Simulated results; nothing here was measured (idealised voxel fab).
Name of the process module below: voxel wiring stack
cross-section cut | 195 nm wide | cells 5 nm
Reading order for cross-sections: top band down to bottom band. Underlying form: a grid of square cells. Band size: one or more rows of cells. Heads up on the band format: heights come first, top then bottom, in nm. After that it's the materials left to right, each with its width in nm. A single material flagged "all across" fills the whole band edge to edge, and "air" means there's empty space there. All heights in this document are referenced to 0, defined as the level beneath which the wafer, as received, consists entirely of one material. The lowest band is not bounded below; it extends indefinitely downward and is written in the form "z 0 and below". Top row gets the first number, bottom row gets the second, and each row in between changes by the same step: that is how a band width like "30..40" works. Given "remained the same" for a step, no cell of the cross-section differs between before and after that step. In the "Cavities, closed" entry, you get each enclosed empty space of 8 cells or more, one with no open way to the top, written width x height at distance, distance from the left edge, in nm. It should be noted that, on the line of a given step, the content following the step's settings is a remark produced by the simulator itself with respect to that step. overlay nm: mask right of planned place by this much (step with mask). Neg. = left.

[The following list gives the planned process steps]
1,RECEIVE: material Si
2,CONFORMAL_DEP: material SiO2, thk nm 15
3,CONFORMAL_DEP: material SiN, thk nm 5
4,DIRECTIONAL_DEP: material SiO2, thk nm 25
5,DIRECTIONAL_DEP: material aC, thk nm 10
6,PATTERN: tone open, mask id METAL_1, material resist, width nm 25, pitch nm 45, thk nm 25, overlay nm 0
7,DIRECTIONAL_ETCH: etch materials aC, depth nm 10
8,STRIP: etch materials resist
9,DIRECTIONAL_ETCH: etch materials SiO2, depth nm 25
10,DIRECTIONAL_ETCH: etch materials SiN, depth nm 5
11,STRIP: etch materials aC
12,CONFORMAL_DEP: material TiN, thk nm 5
13,FILL_DEP: material Ru, thk nm 5
14,CMP: height nm 45
15,EPI: material Ru, thk nm 5
16,FILL_DEP: material SiCN, thk nm 5
17,DIRECTIONAL_DEP: material SiO2, thk nm 30
18,DIRECTIONAL_DEP: material aC, thk nm 15
19,PATTERN: tone open, mask id METAL_2, material resist, width nm 25, pitch nm 45, thk nm 30, overlay nm 0
20,DIRECTIONAL_ETCH: etch materials aC, depth nm 15
21,STRIP: etch materials resist
22,DIRECTIONAL_ETCH: etch materials SiO2, depth nm 15
23,STRIP: etch materials aC
24,DIRECTIONAL_DEP: material aC, thk nm 10
25,PATTERN: tone open, mask id METAL_2_HOLES, material resist, width nm 15, pitch nm 90, thk nm 30, overlay nm 0
26,DIRECTIONAL_ETCH: etch materials aC, depth nm 10
27,STRIP: etch materials resist
28,DIRECTIONAL_ETCH: etch materials SiO2, depth nm 15
29,DIRECTIONAL_ETCH: etch materials SiCN, depth nm 5
30,STRIP: etch materials aC
31,CONFORMAL_DEP: material TiN, thk nm 5
32,FILL_DEP: material Cu, thk nm 5
33,CMP: height nm 85
34,CONFORMAL_DEP: material SiCN, thk nm 5
35,DIRECTIONAL_DEP: material lowk, thk nm 10
36,DIRECTIONAL_DEP: material aC, thk nm 15
37,PATTERN: tone open, mask id PLUG_2, material resist, width nm 15, pitch nm 45, thk nm 30, overlay nm 0
38,DIRECTIONAL_ETCH: etch materials aC, depth nm 15
39,STRIP: etch materials resist
40,DIRECTIONAL_ETCH: etch materials lowk, depth nm 10
41,DIRECTIONAL_ETCH: etch materials SiCN, depth nm 5
42,STRIP: etch materials aC
43,CONFORMAL_DEP: material TiN, thk nm 5
44,FILL_DEP: material Ru, thk nm 10
45,CMP: height nm 100
46,DIRECTIONAL_DEP: material TiN, thk nm 5
47,DIRECTIONAL_DEP: material W, thk nm 15
48,MASKED_ETCH: tone cover, mask id METAL_3, width nm 25, pitch nm 45, etch materials W, depth nm 15, overlay nm -15
49,MASKED_ETCH: tone cover, mask id METAL_3, width nm 25, pitch nm 45, etch materials TiN, depth nm 5, overlay nm 0
50,CONFORMAL_DEP: material SiN, thk nm 5
51,FILL_DEP: material lowk, thk nm 5
52,CMP: height nm 120
53,CONFORMAL_DEP: material SiN, thk nm 5
Be aware that, although all wafers share a common starting state, the overlay nm at step 48 differs among them, and the plan displays the first wafer's value.

[Cut through the first of several wafers as received, post step 1]
    z 0 and below = Si all across
    Cavities, closed: none

[End of module, by wafer: material-by-material cell gain (+) or loss (-) since receipt, then closed voids]
overlay nm -15 | +26 Cu | +72 Ru | +81 SiCN | +103 SiN | +408 SiO2 | +133 TiN | +45 W | +107 lowk | Cavities, closed: none
overlay nm -10 | +26 Cu | +72 Ru | +81 SiCN | +105 SiN | +408 SiO2 | +130 TiN | +45 W | +108 lowk | Cavities, closed: none
overlay nm -5 | +26 Cu | +72 Ru | +81 SiCN | +105 SiN | +408 SiO2 | +127 TiN | +45 W | +111 lowk | Cavities, closed: none
overlay nm 0 | +26 Cu | +72 Ru | +81 SiCN | +105 SiN | +408 SiO2 | +124 TiN | +45 W | +114 lowk | Cavities, closed: none
overlay nm 5 | +26 Cu | +72 Ru | +81 SiCN | +105 SiN | +408 SiO2 | +127 TiN | +45 W | +111 lowk | Cavities, closed: none
overlay nm 10 | +26 Cu | +72 Ru | +81 SiCN | +105 SiN | +408 SiO2 | +130 TiN | +45 W | +108 lowk | Cavities, closed: none
overlay nm 15 | +26 Cu | +72 Ru | +81 SiCN | +103 SiN | +408 SiO2 | +133 TiN | +45 W | +107 lowk | Cavities, closed: none
